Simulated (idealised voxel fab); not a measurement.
process module | voxel self aligned contacts
cross-section cut | 180 nm wide | cells 5 nm
A cross-section is a grid of square cells, given in bands from the top down. A band is one or more rows of cells.
Each band's line starts with the height of the band's top and of its bottom, in nm. Then come its materials from left to right, each with its width in nm. One material with "throughout" fills the band from edge to edge. "air" is empty space.
Height 0 is the level under which the wafer as received is all one material. The lowest band goes on downwards, as in "0 down".
A width such as "30 to 40" changes by the same amount from each row of cells to the next, from the band's top row to its bottom row.
"no change" after a step means that no cell of the cross-section changed.
closed voids: empty space of 8 cells or more with no open way to the top, each as width x height at its distance from the left edge, in nm
after a step's settings: what the simulator itself notes on the step
overlay nm, on a step with a mask: how far to the right of its planned place the mask lay; to the left if negative
plan
1 op RECEIVE | material Si
2 op OXIDIZE | depth nm 5
3 op DIRECTIONAL_DEP | material polySi | thk nm 20
4 op DIRECTIONAL_DEP | material SiN | thk nm 15
5 op DIRECTIONAL_DEP | material aC | thk nm 10
6 op PATTERN | tone cover | mask id GATE | material resist | width nm 25 | pitch nm 50 | thk nm 25 | overlay nm 0
7 op DIRECTIONAL_ETCH | etch materials aC | depth nm 10
8 op STRIP | etch materials resist
9 op DIRECTIONAL_ETCH | etch materials SiN | depth nm 15
10 op DIRECTIONAL_ETCH | etch materials polySi | depth nm 20
11 op STRIP | etch materials aC
12 op CONFORMAL_DEP | material SiN | thk nm 5
13 op DIRECTIONAL_ETCH | etch materials SiN | depth nm 5
14 op FILL_DEP | material SiO2 | thk nm 10
15 op CMP | height nm 40
16 op PATTERN | tone open | mask id CONTACT | material resist | width nm 35 | thk nm 15 | overlay nm 0
17 op DIRECTIONAL_ETCH | etch materials SiO2 | depth nm 45
18 op STRIP | etch materials resist
19 op CONFORMAL_DEP | material TiN | thk nm 5
20 op FILL_DEP | material Ru | thk nm 10
21 op CMP | height nm 40
22 op CONFORMAL_DEP | material SiN | thk nm 5
first wafer, as planned
as received, after step 1
  0 down: Si throughout
  closed voids: none
after step 2
  0 to -5: SiO2 throughout
  below -5: unchanged
after step 3
  20 to 0: polySi throughout
  below 0: unchanged
after step 4
  35 to 20: SiN throughout
  below 20: unchanged
after step 5
  45 to 35: aC throughout
  below 35: unchanged
after step 6
  70 to 45: air 50 | resist 25 | air 25 | resist 25 | air 55
  below 45: unchanged
after step 7
  60 to 45: air 50 | resist 25 | air 25 | resist 25 | air 55
  45 to 35: air 50 | aC 25 | air 25 | aC 25 | air 55
  below 35: unchanged
after step 8
  45 to 35: air 50 | aC 25 | air 25 | aC 25 | air 55
  below 35: unchanged
after step 9
  45 to 35: air 50 | aC 25 | air 25 | aC 25 | air 55
  35 to 20: air 50 | SiN 25 | air 25 | SiN 25 | air 55
  below 20: unchanged
after step 10
  45 to 35: air 50 | aC 25 | air 25 | aC 25 | air 55
  35 to 20: air 50 | SiN 25 | air 25 | SiN 25 | air 55
  20 to 0: air 50 | polySi 25 | air 25 | polySi 25 | air 55
  below 0: unchanged
after step 11
  35 to 20: air 50 | SiN 25 | air 25 | SiN 25 | air 55
  below 20: unchanged
after step 12
  40 to 20: air 45 | SiN 35 | air 15 | SiN 35 | air 50
  20 to 5: air 45 | SiN 5 | polySi 25 | SiN 5 | air 15 | SiN 5 | polySi 25 | SiN 5 | air 50
  5 to 0: SiN 50 | polySi 25 | SiN 25 | polySi 25 | SiN 55
  below 0: unchanged
after step 13
  35 to 20: air 45 | SiN 35 | air 15 | SiN 35 | air 50
  20 to 0: air 45 | SiN 5 | polySi 25 | SiN 5 | air 15 | SiN 5 | polySi 25 | SiN 5 | air 50
  below 0: unchanged
after step 14
  45 to 35: SiO2 throughout
  35 to 20: SiO2 45 | SiN 35 | SiO2 15 | SiN 35 | SiO2 50
  20 to 0: SiO2 45 | SiN 5 | polySi 25 | SiN 5 | SiO2 15 | SiN 5 | polySi 25 | SiN 5 | SiO2 50
  below 0: unchanged
after step 15
  40 to 35: SiO2 throughout
  below 35: unchanged
after step 16
  55 to 40: resist 70 | air 35 | resist 75
  below 40: unchanged
after step 17
  55 to 40: resist 70 | air 35 | resist 75
  40 to 35: SiO2 70 | air 35 | SiO2 75
  35 to 20: SiO2 45 | SiN 35 | air 15 | SiN 35 | SiO2 50
  20 to 0: SiO2 45 | SiN 5 | polySi 25 | SiN 5 | air 15 | SiN 5 | polySi 25 | SiN 5 | SiO2 50
  0 to -5: SiO2 80 | air 15 | SiO2 85
  below -5: unchanged
after step 18
  40 to 35: SiO2 70 | air 35 | SiO2 75
  below 35: unchanged
after step 19
  45 to 40: TiN 75 | air 25 | TiN 80
  40 to 35: SiO2 70 | TiN 15 | air 5 | TiN 15 | SiO2 75
  35 to 20: SiO2 45 | SiN 35 | TiN 5 | air 5 | TiN 5 | SiN 35 | SiO2 50
  20 to 0: SiO2 45 | SiN 5 | polySi 25 | SiN 5 | TiN 5 | air 5 | TiN 5 | SiN 5 | polySi 25 | SiN 5 | SiO2 50
  0 to -5: SiO2 80 | TiN 15 | SiO2 85
  below -5: unchanged
after step 20
  55 to 45: Ru throughout
  45 to 40: TiN 75 | Ru 25 | TiN 80
  40 to 35: SiO2 70 | TiN 15 | Ru 5 | TiN 15 | SiO2 75
  35 to 20: SiO2 45 | SiN 35 | TiN 5 | Ru 5 | TiN 5 | SiN 35 | SiO2 50
  20 to 0: SiO2 45 | SiN 5 | polySi 25 | SiN 5 | TiN 5 | Ru 5 | TiN 5 | SiN 5 | polySi 25 | SiN 5 | SiO2 50
  below 0: unchanged
after step 21
  40 to 35: SiO2 70 | TiN 15 | Ru 5 | TiN 15 | SiO2 75
  below 35: unchanged
after step 22
  45 to 40: SiN throughout
  below 40: unchanged
second wafer: like start, like plan, one mistake. Through step 1 it matches the first wafer
when step 2 should have ended: no change
when step 3 should have ended
  20 to 0: polySi throughout
  below 0: unchanged
when step 4 should have ended
  35 to 20: SiN throughout
  below 20: unchanged
when step 5 should have ended
  45 to 35: aC throughout
  below 35: unchanged
when step 6 should have ended
  70 to 45: air 50 | resist 25 | air 25 | resist 25 | air 55
  below 45: unchanged
when step 7 should have ended
  60 to 45: air 50 | resist 25 | air 25 | resist 25 | air 55
  45 to 35: air 50 | aC 25 | air 25 | aC 25 | air 55
  below 35: unchanged
when step 8 should have ended
  45 to 35: air 50 | aC 25 | air 25 | aC 25 | air 55
  below 35: unchanged
when step 9 should have ended
  45 to 35: air 50 | aC 25 | air 25 | aC 25 | air 55
  35 to 20: air 50 | SiN 25 | air 25 | SiN 25 | air 55
  below 20: unchanged
when step 10 should have ended
  45 to 35: air 50 | aC 25 | air 25 | aC 25 | air 55
  35 to 20: air 50 | SiN 25 | air 25 | SiN 25 | air 55
  20 to 0: air 50 | polySi 25 | air 25 | polySi 25 | air 55
  below 0: unchanged
when step 11 should have ended
  35 to 20: air 50 | SiN 25 | air 25 | SiN 25 | air 55
  below 20: unchanged
when step 12 should have ended
  40 to 20: air 45 | SiN 35 | air 15 | SiN 35 | air 50
  20 to 5: air 45 | SiN 5 | polySi 25 | SiN 5 | air 15 | SiN 5 | polySi 25 | SiN 5 | air 50
  5 to 0: SiN 50 | polySi 25 | SiN 25 | polySi 25 | SiN 55
  below 0: unchanged
when step 13 should have ended
  35 to 20: air 45 | SiN 35 | air 15 | SiN 35 | air 50
  20 to 0: air 45 | SiN 5 | polySi 25 | SiN 5 | air 15 | SiN 5 | polySi 25 | SiN 5 | air 50
  below 0: unchanged
when step 14 should have ended
  45 to 35: SiO2 throughout
  35 to 20: SiO2 45 | SiN 35 | SiO2 15 | SiN 35 | SiO2 50
  20 to 0: SiO2 45 | SiN 5 | polySi 25 | SiN 5 | SiO2 15 | SiN 5 | polySi 25 | SiN 5 | SiO2 50
  below 0: unchanged
when step 15 should have ended
  40 to 35: SiO2 throughout
  below 35: unchanged
when step 16 should have ended
  55 to 40: resist 70 | air 35 | resist 75
  below 40: unchanged
when step 17 should have ended
  55 to 40: resist 70 | air 35 | resist 75
  40 to 35: SiO2 70 | air 35 | SiO2 75
  35 to 20: SiO2 45 | SiN 35 | air 15 | SiN 35 | SiO2 50
  20 to 0: SiO2 45 | SiN 5 | polySi 25 | SiN 5 | air 15 | SiN 5 | polySi 25 | SiN 5 | SiO2 50
  below 0: unchanged
when step 18 should have ended
  40 to 35: SiO2 70 | air 35 | SiO2 75
  below 35: unchanged
when step 19 should have ended
  45 to 40: TiN 75 | air 25 | TiN 80
  40 to 35: SiO2 70 | TiN 15 | air 5 | TiN 15 | SiO2 75
  35 to 20: SiO2 45 | SiN 35 | TiN 5 | air 5 | TiN 5 | SiN 35 | SiO2 50
  20 to 5: SiO2 45 | SiN 5 | polySi 25 | SiN 5 | TiN 5 | air 5 | TiN 5 | SiN 5 | polySi 25 | SiN 5 | SiO2 50
  5 to 0: SiO2 45 | SiN 5 | polySi 25 | SiN 5 | TiN 15 | SiN 5 | polySi 25 | SiN 5 | SiO2 50
  below 0: unchanged
when step 20 should have ended
  55 to 45: Ru throughout
  45 to 40: TiN 75 | Ru 25 | TiN 80
  40 to 35: SiO2 70 | TiN 15 | Ru 5 | TiN 15 | SiO2 75
  35 to 20: SiO2 45 | SiN 35 | TiN 5 | Ru 5 | TiN 5 | SiN 35 | SiO2 50
  20 to 5: SiO2 45 | SiN 5 | polySi 25 | SiN 5 | TiN 5 | Ru 5 | TiN 5 | SiN 5 | polySi 25 | SiN 5 | SiO2 50
  below 5: unchanged
when step 21 should have ended
  40 to 35: SiO2 70 | TiN 15 | Ru 5 | TiN 15 | SiO2 75
  below 35: unchanged
when step 22 should have ended
  45 to 40: SiN throughout
  below 40: unchanged
what went wrong: step 2 was left out
at the end the second wafer has, in cells: 1 fewer of Ru | 36 more of Si | 33 fewer of SiO2 | 2 fewer of TiN
